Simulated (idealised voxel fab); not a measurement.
The process module that follows is named voxel tone inversion.
Pictured: cross-section cut, 190 nm wide, on a grid of 5 nm square cells.
Cross-sections here: square-cell grids, written as top-down lists of bands, a band being one or more rows of cells. What a band's entry tells you: where the top is and where the bottom is, as heights in nm, and after that what lies inside, material by material from left to right, each with its width in nm. Empty space is written as the word "air", and a single material marked with the word "all across" occupies the band from edge to edge. Height is counted from the level 0, under which the received wafer is composed throughout of one material. The lowest of the bands is not closed at the bottom but continues downward, in the notation "0 nm and below". The notation "30->40" denotes a width that varies across the rows of cells in the band, beginning at the first number in the top row, finishing at the second number in the bottom row, and changing by an identical amount from each row to the next. Key: "nothing altered" - step with no changed cell in the cross-section. You'll see "Fully sealed voids" listing empty spaces that have no way open to the top, as long as they're 8 cells or more; the notation is width x height at distance, where the distance is from the left edge, and all of it is in nm. Where a step's line continues beyond its settings, the continuation is a remark by the simulator itself on that step. overlay nm: step with mask; distance mask lay right of planned place; negative value = left of planned place.

List of planned process steps:
1,RECEIVE | material Si
2,CONFORMAL_DEP | material SiN | thk nm 5
3,DIRECTIONAL_DEP | material polySi | thk nm 15
4,PATTERN | tone cover | mask id POSTS | material resist | width nm 15 | pitch nm 45 | thk nm 25 | overlay nm 0
5,DIRECTIONAL_ETCH | etch materials polySi | depth nm 15
6,STRIP | etch materials resist
7,FILL_DEP | material SiO2 | thk nm 5
8,CMP | height nm 20
9,STRIP | etch materials polySi

The following pertains to the first of two wafers, which was processed as planned:

Wafer at receipt (post step 1), cross-section:
- 0 nm and below: Si all across
- Fully sealed voids: none

After step 2, in cross-section:
- 5 nm to 0 nm: SiN all across
- Below a height of 0, the structure has not been altered.

After step 3, in cross-section:
- 20 nm to 5 nm: polySi all across
- Below a height of 5, the structure has not been altered.

After step 4, in cross-section:
- 45 nm to 20 nm: air (40); resist (15); air (30); resist (15); air (30); resist (15); air (45)
- Below a height of 20, the structure has not been altered.

After step 5, in cross-section:
- 45 nm to 20 nm: air (40); resist (15); air (30); resist (15); air (30); resist (15); air (45)
- 20 nm to 5 nm: air (40); polySi (15); air (30); polySi (15); air (30); polySi (15); air (45)
- Below a height of 5, the structure has not been altered.

After step 6, in cross-section:
- 20 nm to 5 nm: air (40); polySi (15); air (30); polySi (15); air (30); polySi (15); air (45)
- Below a height of 5, the structure has not been altered.

After step 7, in cross-section:
- 25 nm to 20 nm: SiO2 all across
- 20 nm to 5 nm: SiO2 (40); polySi (15); SiO2 (30); polySi (15); SiO2 (30); polySi (15); SiO2 (45)
- Below a height of 5, the structure has not been altered.

After step 8, in cross-section:
- 20 nm to 5 nm: SiO2 (40); polySi (15); SiO2 (30); polySi (15); SiO2 (30); polySi (15); SiO2 (45)
- Below a height of 5, the structure has not been altered.

After step 9, in cross-section:
- 20 nm to 5 nm: SiO2 (40); air (15); SiO2 (30); air (15); SiO2 (30); air (15); SiO2 (45)
- Below a height of 5, the structure has not been altered.

Okay, second wafer. Nothing different at the start, nothing different in the plan, just one mistake somewhere in the running. As far as step 3, counting that step, it's the first wafer all over again:

when step 4 should have ended:
- 45 nm to 20 nm: resist (40); air (15); resist (30); air (15); resist (30); air (15); resist (45)
- Below a height of 20, the structure has not been altered.

when step 5 should have ended:
- 45 nm to 20 nm: resist (40); air (15); resist (30); air (15); resist (30); air (15); resist (45)
- 20 nm to 5 nm: polySi (40); air (15); polySi (30); air (15); polySi (30); air (15); polySi (45)
- Below a height of 5, the structure has not been altered.

when step 6 should have ended:
- 20 nm to 5 nm: polySi (40); air (15); polySi (30); air (15); polySi (30); air (15); polySi (45)
- Below a height of 5, the structure has not been altered.

when step 7 should have ended:
- 25 nm to 20 nm: SiO2 all across
- 20 nm to 5 nm: polySi (40); SiO2 (15); polySi (30); SiO2 (15); polySi (30); SiO2 (15); polySi (45)
- Below a height of 5, the structure has not been altered.

when step 8 should have ended:
- 20 nm to 5 nm: polySi (40); SiO2 (15); polySi (30); SiO2 (15); polySi (30); SiO2 (15); polySi (45)
- Below a height of 5, the structure has not been altered.

when step 9 should have ended:
- 20 nm to 5 nm: air (40); SiO2 (15); air (30); SiO2 (15); air (30); SiO2 (15); air (45)
- Below a height of 5, the structure has not been altered.
Which mistake was made when the wafer was run? note that step 4 departed from the planned setting and was carried out as PATTERN | tone open | mask id POSTS | material resist | width nm 15 | pitch nm 45 | thk nm 25 | overlay nm 0
End check, counted in cells, second wafer has more or fewer of these materials than the first: SiO2: 60 fewer
